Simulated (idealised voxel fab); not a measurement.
The process module presented herein is designated voxel fin reveal.
Shown is cross-section cut, with a width of 260 nm and square cells of size 5 nm.
This document writes a cross-section as a grid whose cells are square, and gives it as bands, listed from the top down; one or more rows of cells form a band.
In this notation a band is specified by the heights of its top and bottom, in that order and in nm, after which its materials appear from left to right, each paired with its width in nm. The word "full width" attached to a single material means that material fills the band from edge to edge; the word "air" stands for empty space.
Where do heights start? At 0: under that level the wafer as delivered is made of one material only. And the lowest band has no floor; it just carries on downward, as in "top 0, no bottom".
Read "30 to 40" as a graded width: first number on top, second number at the bottom, same change between each pair of neighbouring rows.
It should be understood that the words "remained the same", when stated for a given step, signify that the cross-section underwent no change in any of its cells during that step.
Any empty space of 8 cells or more lacking an open way to the top shows up in "Closed empty spaces" as width x height at distance, distance from the left edge, in nm.
Where a step's line continues beyond its settings, the continuation is a remark by the simulator itself on that step.
The setting "overlay nm" may be written on the line of a step. When the step uses a mask, the value reports how far to the right of the planned place the mask lay, and a negative value reports that it lay to the left.
Planned process steps:
1,RECEIVE [material Si]
2,CONFORMAL_DEP [material SiN] [thk nm 5]
3,DIRECTIONAL_DEP [material aC] [thk nm 10]
4,PATTERN [tone cover] [mask id FINS] [material resist] [width nm 15] [pitch nm 35] [thk nm 25] [overlay nm 0]
5,DIRECTIONAL_ETCH [etch materials aC] [depth nm 10]
6,STRIP [etch materials resist]
7,DIRECTIONAL_ETCH [etch materials SiN] [depth nm 5]
8,DIRECTIONAL_ETCH [etch materials Si] [depth nm 35]
9,STRIP [etch materials aC]
10,FILL_DEP [material SiO2] [thk nm 5]
11,CMP [height nm 5]
12,SELECTIVE_ETCH [etch materials SiO2] [depth nm 25]
13,STRIP [etch materials SiN]
14,CONFORMAL_DEP [material HfO2] [thk nm 5]
Wafer, first of two, run as planned:
As received (post step 1): cross-section:
	top 0, no bottom | Si full width
	Closed empty spaces: none
Wafer after step 2 (cross-section):
	top 5, bottom 0 | SiN full width
	Under 0: no change, same as before.
Wafer after step 3 (cross-section):
	top 15, bottom 5 | aC full width
	Under 5: no change, same as before.
Wafer after step 4 (cross-section):
	top 40, bottom 15 | air (70), resist (15), air (20), resist (15), air (20), resist (15), air (20), resist (15), air (70)
	Under 15: no change, same as before.
Wafer after step 5 (cross-section):
	top 30, bottom 15 | air (70), resist (15), air (20), resist (15), air (20), resist (15), air (20), resist (15), air (70)
	top 15, bottom 5 | air (70), aC (15), air (20), aC (15), air (20), aC (15), air (20), aC (15), air (70)
	Under 5: no change, same as before.
Wafer after step 6 (cross-section):
	top 15, bottom 5 | air (70), aC (15), air (20), aC (15), air (20), aC (15), air (20), aC (15), air (70)
	Under 5: no change, same as before.
Wafer after step 7 (cross-section):
	top 15, bottom 5 | air (70), aC (15), air (20), aC (15), air (20), aC (15), air (20), aC (15), air (70)
	top 5, bottom 0 | air (70), SiN (15), air (20), SiN (15), air (20), SiN (15), air (20), SiN (15), air (70)
	Under 0: no change, same as before.
Wafer after step 8 (cross-section):
	top 15, bottom 5 | air (70), aC (15), air (20), aC (15), air (20), aC (15), air (20), aC (15), air (70)
	top 5, bottom 0 | air (70), SiN (15), air (20), SiN (15), air (20), SiN (15), air (20), SiN (15), air (70)
	top 0, bottom -35 | air (70), Si (15), air (20), Si (15), air (20), Si (15), air (20), Si (15), air (70)
	Under -35: no change, same as before.
Wafer after step 9 (cross-section):
	top 5, bottom 0 | air (70), SiN (15), air (20), SiN (15), air (20), SiN (15), air (20), SiN (15), air (70)
	Under 0: no change, same as before.
Wafer after step 10 (cross-section):
	top 10, bottom 5 | SiO2 full width
	top 5, bottom 0 | SiO2 (70), SiN (15), SiO2 (20), SiN (15), SiO2 (20), SiN (15), SiO2 (20), SiN (15), SiO2 (70)
	top 0, bottom -35 | SiO2 (70), Si (15), SiO2 (20), Si (15), SiO2 (20), Si (15), SiO2 (20), Si (15), SiO2 (70)
	Under -35: no change, same as before.
Wafer after step 11 (cross-section):
	top 5, bottom 0 | SiO2 (70), SiN (15), SiO2 (20), SiN (15), SiO2 (20), SiN (15), SiO2 (20), SiN (15), SiO2 (70)
	Under 0: no change, same as before.
Wafer after step 12 (cross-section):
	top 5, bottom 0 | air (70), SiN (15), air (20), SiN (15), air (20), SiN (15), air (20), SiN (15), air (70)
	top 0, bottom -20 | air (70), Si (15), air (20), Si (15), air (20), Si (15), air (20), Si (15), air (70)
	Under -20: no change, same as before.
Wafer after step 13 (cross-section):
	top 0, bottom -20 | air (70), Si (15), air (20), Si (15), air (20), Si (15), air (20), Si (15), air (70)
	Under -20: no change, same as before.
Wafer after step 14 (cross-section):
	top 5, bottom 0 | air (65), HfO2 (25), air (10), HfO2 (25), air (10), HfO2 (25), air (10), HfO2 (25), air (65)
	top 0, bottom -15 | air (65), HfO2 (5), Si (15), HfO2 (5), air (10), HfO2 (5), Si (15), HfO2 (5), air (10), HfO2 (5), Si (15), HfO2 (5), air (10), HfO2 (5), Si (15), HfO2 (5), air (65)
	top -15, bottom -20 | HfO2 (70), Si (15), HfO2 (20), Si (15), HfO2 (20), Si (15), HfO2 (20), Si (15), HfO2 (70)
	Under -20: no change, same as before.
Here the second wafer is described. Its start and its plan were those of the first wafer. Its run contained one mistake. Up to and including step 3, it did exactly what the first wafer did:
At the planned end of step 4, the second wafer in cross-section:
	top 40, bottom 15 | air (65), resist (15), air (20), resist (15), air (20), resist (15), air (20), resist (15), air (75)
	Under 15: no change, same as before.
At the planned end of step 5, the second wafer in cross-section:
	top 30, bottom 15 | air (65), resist (15), air (20), resist (15), air (20), resist (15), air (20), resist (15), air (75)
	top 15, bottom 5 | air (65), aC (15), air (20), aC (15), air (20), aC (15), air (20), aC (15), air (75)
	Under 5: no change, same as before.
At the planned end of step 6, the second wafer in cross-section:
	top 15, bottom 5 | air (65), aC (15), air (20), aC (15), air (20), aC (15), air (20), aC (15), air (75)
	Under 5: no change, same as before.
At the planned end of step 7, the second wafer in cross-section:
	top 15, bottom 5 | air (65), aC (15), air (20), aC (15), air (20), aC (15), air (20), aC (15), air (75)
	top 5, bottom 0 | air (65), SiN (15), air (20), SiN (15), air (20), SiN (15), air (20), SiN (15), air (75)
	Under 0: no change, same as before.
At the planned end of step 8, the second wafer in cross-section:
	top 15, bottom 5 | air (65), aC (15), air (20), aC (15), air (20), aC (15), air (20), aC (15), air (75)
	top 5, bottom 0 | air (65), SiN (15), air (20), SiN (15), air (20), SiN (15), air (20), SiN (15), air (75)
	top 0, bottom -35 | air (65), Si (15), air (20), Si (15), air (20), Si (15), air (20), Si (15), air (75)
	Under -35: no change, same as before.
At the planned end of step 9, the second wafer in cross-section:
	top 5, bottom 0 | air (65), SiN (15), air (20), SiN (15), air (20), SiN (15), air (20), SiN (15), air (75)
	Under 0: no change, same as before.
At the planned end of step 10, the second wafer in cross-section:
	top 10, bottom 5 | SiO2 full width
	top 5, bottom 0 | SiO2 (65), SiN (15), SiO2 (20), SiN (15), SiO2 (20), SiN (15), SiO2 (20), SiN (15), SiO2 (75)
	top 0, bottom -35 | SiO2 (65), Si (15), SiO2 (20), Si (15), SiO2 (20), Si (15), SiO2 (20), Si (15), SiO2 (75)
	Under -35: no change, same as before.
At the planned end of step 11, the second wafer in cross-section:
	top 5, bottom 0 | SiO2 (65), SiN (15), SiO2 (20), SiN (15), SiO2 (20), SiN (15), SiO2 (20), SiN (15), SiO2 (75)
	Under 0: no change, same as before.
At the planned end of step 12, the second wafer in cross-section:
	top 5, bottom 0 | air (65), SiN (15), air (20), SiN (15), air (20), SiN (15), air (20), SiN (15), air (75)
	top 0, bottom -20 | air (65), Si (15), air (20), Si (15), air (20), Si (15), air (20), Si (15), air (75)
	Under -20: no change, same as before.
At the planned end of step 13, the second wafer in cross-section:
	top 0, bottom -20 | air (65), Si (15), air (20), Si (15), air (20), Si (15), air (20), Si (15), air (75)
	Under -20: no change, same as before.
At the planned end of step 14, the second wafer in cross-section:
	top 5, bottom 0 | air (60), HfO2 (25), air (10), HfO2 (25), air (10), HfO2 (25), air (10), HfO2 (25), air (70)
	top 0, bottom -15 | air (60), HfO2 (5), Si (15), HfO2 (5), air (10), HfO2 (5), Si (15), HfO2 (5), air (10), HfO2 (5), Si (15), HfO2 (5), air (10), HfO2 (5), Si (15), HfO2 (5), air (70)
	top -15, bottom -20 | HfO2 (65), Si (15), HfO2 (20), Si (15), HfO2 (20), Si (15), HfO2 (20), Si (15), HfO2 (75)
	Under -20: no change, same as before.
Misprocessing identified: planned and actual differ for step 4; actual: PATTERN [tone cover] [mask id FINS] [material resist] [width nm 15] [pitch nm 35] [thk nm 25] [overlay nm -5]
Cell counts per material: same on both final wafers. Positions: different.
